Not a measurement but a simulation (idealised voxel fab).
process module | voxel capacitor over wiring
cross-section cut | 225 nm wide | cells 5 nm
A cross-section is a grid of square cells, given in bands from the top down. A band is one or more rows of cells.
Each band's line starts with the height of the band's top and of its bottom, in nm. Then come its materials from left to right, each with its width in nm. One material with "throughout" fills the band from edge to edge. "air" is empty space.
Height 0 is the level under which the wafer as received is all one material. The lowest band goes on downwards, as in "0 down".
A width such as "30 to 40" changes by the same amount from each row of cells to the next, from the band's top row to its bottom row.
"no change" after a step means that no cell of the cross-section changed.
closed voids: empty space of 8 cells or more with no open way to the top, each as width x height at its distance from the left edge, in nm
after a step's settings: what the simulator itself notes on the step
overlay nm, on a step with a mask: how far to the right of its planned place the mask lay; to the left if negative
plan
1 op RECEIVE | material Si
2 op CONFORMAL_DEP | material SiO2 | thk nm 15
3 op CONFORMAL_DEP | material SiN | thk nm 5
4 op DIRECTIONAL_DEP | material SiO2 | thk nm 25
5 op DIRECTIONAL_DEP | material aC | thk nm 10
6 op PATTERN | tone open | mask id METAL_1 | material resist | width nm 25 | pitch nm 85 | thk nm 30 | overlay nm 0
7 op DIRECTIONAL_ETCH | etch materials aC | depth nm 10
8 op STRIP | etch materials resist
9 op DIRECTIONAL_ETCH | etch materials SiO2 | depth nm 25
10 op DIRECTIONAL_ETCH | etch materials SiN | depth nm 5
11 op STRIP | etch materials aC
12 op CONFORMAL_DEP | material TiN | thk nm 5
13 op FILL_DEP | material Ru | thk nm 5
14 op CMP | height nm 45
15 op EPI | material Ru | thk nm 5
16 op FILL_DEP | material SiCN | thk nm 5
17 op DIRECTIONAL_DEP | material SiO2 | thk nm 15
18 op MASKED_ETCH | tone open | mask id PLUG_1 | width nm 15 | etch materials SiO2 | depth nm 15 | overlay nm 0
19 op MASKED_ETCH | tone open | mask id PLUG_1 | width nm 15 | etch materials SiCN | depth nm 5 | overlay nm 0
20 op CONFORMAL_DEP | material TiN | thk nm 5
21 op FILL_DEP | material W | thk nm 10
22 op CMP | height nm 70
23 op DIRECTIONAL_DEP | material TiN | thk nm 10
24 op DIRECTIONAL_DEP | material Al2O3 | thk nm 5
25 op DIRECTIONAL_DEP | material TiN | thk nm 10
26 op PATTERN | tone cover | mask id UPPER_PLATE | material resist | width nm 65 | thk nm 15 | overlay nm 0
27 op DIRECTIONAL_ETCH | etch materials TiN | depth nm 10
28 op DIRECTIONAL_ETCH | etch materials Al2O3 | depth nm 5
29 op STRIP | etch materials resist
30 op DIRECTIONAL_DEP | material aC | thk nm 15
31 op PATTERN | tone cover | mask id LOWER_PLATE | material resist | width nm 75 | thk nm 30 | overlay nm 0
32 op DIRECTIONAL_ETCH | etch materials aC | depth nm 15
33 op STRIP | etch materials resist
34 op DIRECTIONAL_ETCH | etch materials TiN | depth nm 10
35 op STRIP | etch materials aC
36 op FILL_DEP | material SiO2 | thk nm 15
37 op CMP | height nm 105
38 op PATTERN | tone open | mask id PLUG_2 | material resist | width nm 15 | thk nm 20 | overlay nm 0
39 op DIRECTIONAL_ETCH | etch materials SiO2 | depth nm 10
40 op STRIP | etch materials resist
41 op CONFORMAL_DEP | material TiN | thk nm 5
42 op FILL_DEP | material Cu | thk nm 10
43 op CMP | height nm 105
44 op CONFORMAL_DEP | material SiCN | thk nm 5
as received, after step 1
  0 down: Si throughout
  closed voids: none
first wafer at the end, as planned
  110 to 105: SiCN throughout
  105 to 100: SiO2 75 | TiN 5 | Cu 5 | TiN 5 | SiO2 135
  100 to 95: SiO2 75 | TiN 15 | SiO2 135
  95 to 85: SiO2 65 | TiN 65 | SiO2 95
  85 to 80: SiO2 65 | Al2O3 65 | SiO2 95
  80 to 70: SiO2 60 | TiN 75 | SiO2 90
  70 to 55: SiO2 65 | TiN 5 | W 5 | TiN 5 | SiO2 145
  55 to 50: SiCN 65 | TiN 15 | SiCN 145
  50 to 45: SiCN 50 | Ru 35 | SiCN 50 | Ru 35 | SiCN 55
  45 to 20: SiO2 55 | TiN 5 | Ru 15 | TiN 5 | SiO2 60 | TiN 5 | Ru 15 | TiN 5 | SiO2 60
  20 to 15: SiN 55 | TiN 25 | SiN 60 | TiN 25 | SiN 60
  15 to 0: SiO2 throughout
  0 down: Si throughout
  closed voids: none
second wafer at the end: like start, like plan, one mistake
  110 to 105: SiCN throughout
  105 to 100: SiO2 75 | TiN 5 | Cu 5 | TiN 5 | SiO2 135
  100 to 95: SiO2 75 | TiN 15 | SiO2 135
  95 to 85: SiO2 65 | TiN 65 | SiO2 95
  85 to 75: SiO2 60 | TiN 75 | SiO2 90
  75 to 70: Al2O3 throughout
  70 to 55: SiO2 65 | TiN 5 | W 5 | TiN 5 | SiO2 145
  55 to 50: SiCN 65 | TiN 15 | SiCN 145
  50 to 45: SiCN 50 | Ru 35 | SiCN 50 | Ru 35 | SiCN 55
  45 to 20: SiO2 55 | TiN 5 | Ru 15 | TiN 5 | SiO2 60 | TiN 5 | Ru 15 | TiN 5 | SiO2 60
  20 to 15: SiN 55 | TiN 25 | SiN 60 | TiN 25 | SiN 60
  15 to 0: SiO2 throughout
  0 down: Si throughout
  closed voids: none
what went wrong: steps 23 and 24 were swapped
at the end the second wafer has, in cells: 32 more of Al2O3 | 32 fewer of SiO2
